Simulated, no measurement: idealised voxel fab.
voxel wiring stack: a process module
Displayed cross-section: cut, width of 185 nm, square cells sized 5 nm.
Cross-section layout: square cells on a grid; listed as bands, top to bottom; a band spans one or more cell rows. Basically the band line says how high the top is and how high the bottom is, in nm, and then what's in it from left to right, every material with its width in nm. Empty space shows up as "empty", and if a single material carries "everywhere" it runs the full band edge to edge. We count height from 0. Below that, the starting wafer is all one material. The lowest band never ends at the bottom but goes on down; see "from 0 down" for how that is written. Read "30 to 40" as a graded width: first number on top, second number at the bottom, same change between each pair of neighbouring rows. "everything unchanged" -> step changed no cross-section cell. The entry titled "Closed empty spaces" provides the empty spaces that have no open way to the top, restricted to those of 8 cells or more. Each is presented as width x height at distance, the distance being measured from the left edge, with all three in nm. If you see something after the settings on a step's line, that's the simulator's own remark about that step. Each step line may optionally specify "overlay nm", which for a step with a mask gives the rightward distance between the mask's planned place and where it lay, a negative value indicating the leftward direction.

List of planned process steps
1 RECEIVE [material Si]
2 CONFORMAL_DEP [material SiO2] [thk nm 15]
3 DIRECTIONAL_DEP [material TiN] [thk nm 5]
4 DIRECTIONAL_DEP [material W] [thk nm 25]
5 DIRECTIONAL_DEP [material aC] [thk nm 10]
6 PATTERN [tone cover] [mask id METAL_1] [material resist] [width nm 25] [pitch nm 55] [thk nm 30] [overlay nm 0]
7 DIRECTIONAL_ETCH [etch materials aC] [depth nm 10]
8 STRIP [etch materials resist]
9 DIRECTIONAL_ETCH [etch materials W] [depth nm 25]
10 DIRECTIONAL_ETCH [etch materials TiN] [depth nm 5]
11 STRIP [etch materials aC]
12 CONFORMAL_DEP [material SiN] [thk nm 5]
13 FILL_DEP [material lowk] [thk nm 5]
14 CMP [height nm 45]
15 CONFORMAL_DEP [material SiCN] [thk nm 5]
16 DIRECTIONAL_DEP [material lowk] [thk nm 20]
17 DIRECTIONAL_DEP [material aC] [thk nm 10]
18 PATTERN [tone open] [mask id PLUG_1] [material resist] [width nm 15] [pitch nm 110] [thk nm 25] [overlay nm 0]
19 DIRECTIONAL_ETCH [etch materials aC] [depth nm 10]
20 STRIP [etch materials resist]
21 DIRECTIONAL_ETCH [etch materials lowk] [depth nm 20]
22 DIRECTIONAL_ETCH [etch materials SiCN] [depth nm 5]
23 STRIP [etch materials aC]
24 CONFORMAL_DEP [material TiN] [thk nm 5]
25 FILL_DEP [material W] [thk nm 5]
26 CMP [height nm 70]
27 CONFORMAL_DEP [material SiN] [thk nm 5]
28 DIRECTIONAL_DEP [material lowk] [thk nm 15]
29 MASKED_ETCH [tone open] [mask id METAL_2] [width nm 25] [pitch nm 55] [etch materials lowk] [depth nm 15] [overlay nm 0]
30 MASKED_ETCH [tone open] [mask id METAL_2] [width nm 25] [pitch nm 55] [etch materials SiN] [depth nm 5] [overlay nm 0]
31 CONFORMAL_DEP [material TiN] [thk nm 5]
32 FILL_DEP [material Cu] [thk nm 10]
33 CMP [height nm 90]
34 EPI [material Ru] [thk nm 5]
35 FILL_DEP [material SiCN] [thk nm 5]
36 DIRECTIONAL_DEP [material lowk] [thk nm 10]
37 PATTERN [tone open] [mask id PLUG_2] [material resist] [width nm 15] [pitch nm 55] [thk nm 15] [overlay nm 0]
38 DIRECTIONAL_ETCH [etch materials lowk] [depth nm 10]
39 DIRECTIONAL_ETCH [etch materials SiCN] [depth nm 5]
40 STRIP [etch materials resist]
41 CONFORMAL_DEP [material TiN] [thk nm 5]
42 FILL_DEP [material W] [thk nm 10]
43 CMP [height nm 110]
44 CONFORMAL_DEP [material SiCN] [thk nm 5]
45 DIRECTIONAL_DEP [material lowk] [thk nm 15]
46 MASKED_ETCH [tone open] [mask id METAL_3] [width nm 25] [pitch nm 55] [etch materials lowk] [depth nm 15] [overlay nm 0]
47 MASKED_ETCH [tone open] [mask id METAL_3] [width nm 25] [pitch nm 55] [etch materials SiCN] [depth nm 5] [overlay nm 0]
48 CONFORMAL_DEP [material TiN] [thk nm 5]
49 FILL_DEP [material Ru] [thk nm 10]
50 CMP [height nm 130]
51 EPI [material Ru] [thk nm 5]
52 FILL_DEP [material SiCN] [thk nm 5]

Here's what the wafer looked like in cross-section when it arrived - that's after step 1
> from 0 down  Si everywhere
> Closed empty spaces: none

The first of the two wafers as seen in cross-section once the module was finished; processing followed the plan
> from 140 to 135  SiCN everywhere
> from 135 to 130  SiCN 20 | Ru 35 | SiCN 20 | Ru 35 | SiCN 20 | Ru 35 | SiCN 20
> from 130 to 115  lowk 25 | TiN 5 | Ru 15 | TiN 5 | lowk 30 | TiN 5 | Ru 15 | TiN 5 | lowk 30 | TiN 5 | Ru 15 | TiN 5 | lowk 25
> from 115 to 110  SiCN 25 | TiN 25 | SiCN 30 | TiN 25 | SiCN 30 | TiN 25 | SiCN 25
> from 110 to 100  lowk 25 | TiN 5 | W 5 | TiN 5 | lowk 40 | TiN 5 | W 5 | TiN 5 | lowk 40 | TiN 5 | W 5 | TiN 5 | lowk 35
> from 100 to 95  SiCN 25 | TiN 15 | SiCN 40 | TiN 15 | SiCN 40 | TiN 15 | SiCN 35
> from 95 to 90  SiCN 20 | Ru 35 | SiCN 20 | Ru 35 | SiCN 20 | Ru 35 | SiCN 20
> from 90 to 75  lowk 25 | TiN 5 | Cu 15 | TiN 5 | lowk 30 | TiN 5 | Cu 15 | TiN 5 | lowk 30 | TiN 5 | Cu 15 | TiN 5 | lowk 25
> from 75 to 70  SiN 25 | TiN 25 | SiN 30 | TiN 25 | SiN 30 | TiN 25 | SiN 25
> from 70 to 50  lowk 25 | TiN 5 | W 5 | TiN 5 | lowk 95 | TiN 5 | W 5 | TiN 5 | lowk 35
> from 50 to 45  SiCN 25 | TiN 15 | SiCN 95 | TiN 15 | SiCN 35
> from 45 to 20  lowk 20 | SiN 5 | W 25 | SiN 5 | lowk 20 | SiN 5 | W 25 | SiN 5 | lowk 20 | SiN 5 | W 25 | SiN 5 | lowk 20
> from 20 to 15  SiN 25 | TiN 25 | SiN 30 | TiN 25 | SiN 30 | TiN 25 | SiN 25
> from 15 to 0  SiO2 everywhere
> from 0 down  Si everywhere
> Closed empty spaces: none

Cross-section of the latter of the two wafers at module completion. It had an identical start and an identical plan to the former; in running it, one mistake was made
> from 140 to 135  SiCN everywhere
> from 135 to 130  SiCN 10 | Ru 35 | SiCN 20 | Ru 35 | SiCN 20 | Ru 35 | SiCN 30
> from 130 to 120  lowk 15 | TiN 5 | Ru 15 | TiN 5 | lowk 30 | TiN 5 | Ru 15 | TiN 5 | lowk 30 | TiN 5 | Ru 15 | TiN 5 | lowk 35
> from 120 to 115  lowk 15 | TiN 15 | Ru 5 | TiN 5 | lowk 30 | TiN 15 | Ru 5 | TiN 5 | lowk 30 | TiN 15 | Ru 5 | TiN 5 | lowk 35
> from 115 to 110  SiCN 25 | TiN 15 | SiCN 40 | TiN 15 | SiCN 40 | TiN 15 | SiCN 35
> from 110 to 100  lowk 25 | TiN 5 | W 5 | TiN 5 | lowk 40 | TiN 5 | W 5 | TiN 5 | lowk 40 | TiN 5 | W 5 | TiN 5 | lowk 35
> from 100 to 95  SiCN 25 | TiN 15 | SiCN 40 | TiN 15 | SiCN 40 | TiN 15 | SiCN 35
> from 95 to 90  SiCN 20 | Ru 35 | SiCN 20 | Ru 35 | SiCN 20 | Ru 35 | SiCN 20
> from 90 to 75  lowk 25 | TiN 5 | Cu 15 | TiN 5 | lowk 30 | TiN 5 | Cu 15 | TiN 5 | lowk 30 | TiN 5 | Cu 15 | TiN 5 | lowk 25
> from 75 to 70  SiN 25 | TiN 25 | SiN 30 | TiN 25 | SiN 30 | TiN 25 | SiN 25
> from 70 to 50  lowk 25 | TiN 5 | W 5 | TiN 5 | lowk 95 | TiN 5 | W 5 | TiN 5 | lowk 35
> from 50 to 45  SiCN 25 | TiN 15 | SiCN 95 | TiN 15 | SiCN 35
> from 45 to 20  lowk 20 | SiN 5 | W 25 | SiN 5 | lowk 20 | SiN 5 | W 25 | SiN 5 | lowk 20 | SiN 5 | W 25 | SiN 5 | lowk 20
> from 20 to 15  SiN 25 | TiN 25 | SiN 30 | TiN 25 | SiN 30 | TiN 25 | SiN 25
> from 15 to 0  SiO2 everywhere
> from 0 down  Si everywhere
> Closed empty spaces: none
Against the plan, the run slipped here: step 46 ran as: MASKED_ETCH [tone open] [mask id METAL_3] [width nm 25] [pitch nm 55] [etch materials lowk] [depth nm 15] [overlay nm -10]
Count the cells at the end and the second wafer has more or fewer of some materials than the first: Ru -6, SiCN +6
